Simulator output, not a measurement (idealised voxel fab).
Name of the process module below: voxel fin reveal
FYI the section here is cut, 270 nm wide, cells are 5 nm squares.
Notation: cross-section as square-cell grid; stated in bands, top first, going down; one or more cell rows per band. For a band, the entry starts with two heights in nm, that of the top and then that of the bottom, and carries on with the band's materials in order from left to right, each alongside its width in nm; the word "throughout" beside a single material means it fills the band edge to edge, and "blank" means empty space. Basically, 0 is our baseline, since under it the wafer straight out of the box is all one material. The bottom band has no lower end and keeps on going down, so it looks like "0 -> down". Graded width ("30..40"): value in top row of band = first number; value in bottom row = second number; row-to-row change constant. Key: "nothing changed" - step with no changed cell in the cross-section. Voids not open to the top, 8 cells minimum: see "Sealed void listing". Written width x height at distance; distance is from the left edge; nm. Anything after a step's settings on that line? It's the simulator's own note about the step. On any step carrying a mask, the "overlay nm" setting, if present on the step's line, tells how far right of its planned place the mask lay; negative values point to the left.

### The process steps that were planned are listed below
1,RECEIVE,material Si
2,CONFORMAL_DEP,material SiN,thk nm 5
3,PATTERN,tone cover,mask id FINS,material resist,width nm 15,pitch nm 35,thk nm 20,overlay nm 0
4,DIRECTIONAL_ETCH,etch materials SiN,depth nm 5
5,DIRECTIONAL_ETCH,etch materials Si,depth nm 35
6,STRIP,etch materials resist
7,OXIDIZE,depth nm 5
8,FILL_DEP,material SiO2,thk nm 15
9,CMP,height nm 5
10,SELECTIVE_ETCH,etch materials SiO2,depth nm 20
11,STRIP,etch materials SiN
12,CONFORMAL_DEP,material SiO2,thk nm 5

### Received-state cross-section, reflecting completion of step 1
    0 -> down | Si throughout
    Sealed void listing: none

### Wafer cross-section at end of module: start and plan as shown above, one execution error
    5 -> 0 | blank: 75  SiO2: 15  blank: 20  SiO2: 15  blank: 20  SiO2: 15  blank: 20  SiO2: 15  blank: 75
    0 -> -10 | blank: 75  SiO2: 5  Si: 5  SiO2: 5  blank: 20  SiO2: 5  Si: 5  SiO2: 5  blank: 20  SiO2: 5  Si: 5  SiO2: 5  blank: 20  SiO2: 5  Si: 5  SiO2: 5  blank: 75
    -10 -> -35 | SiO2: 80  Si: 5  SiO2: 30  Si: 5  SiO2: 30  Si: 5  SiO2: 30  Si: 5  SiO2: 80
    -35 -> down | Si throughout
    Sealed void listing: none
Nonconformance to the process plan: step 5 changed vs plan, executed as DIRECTIONAL_ETCH,etch materials Si,depth nm 30
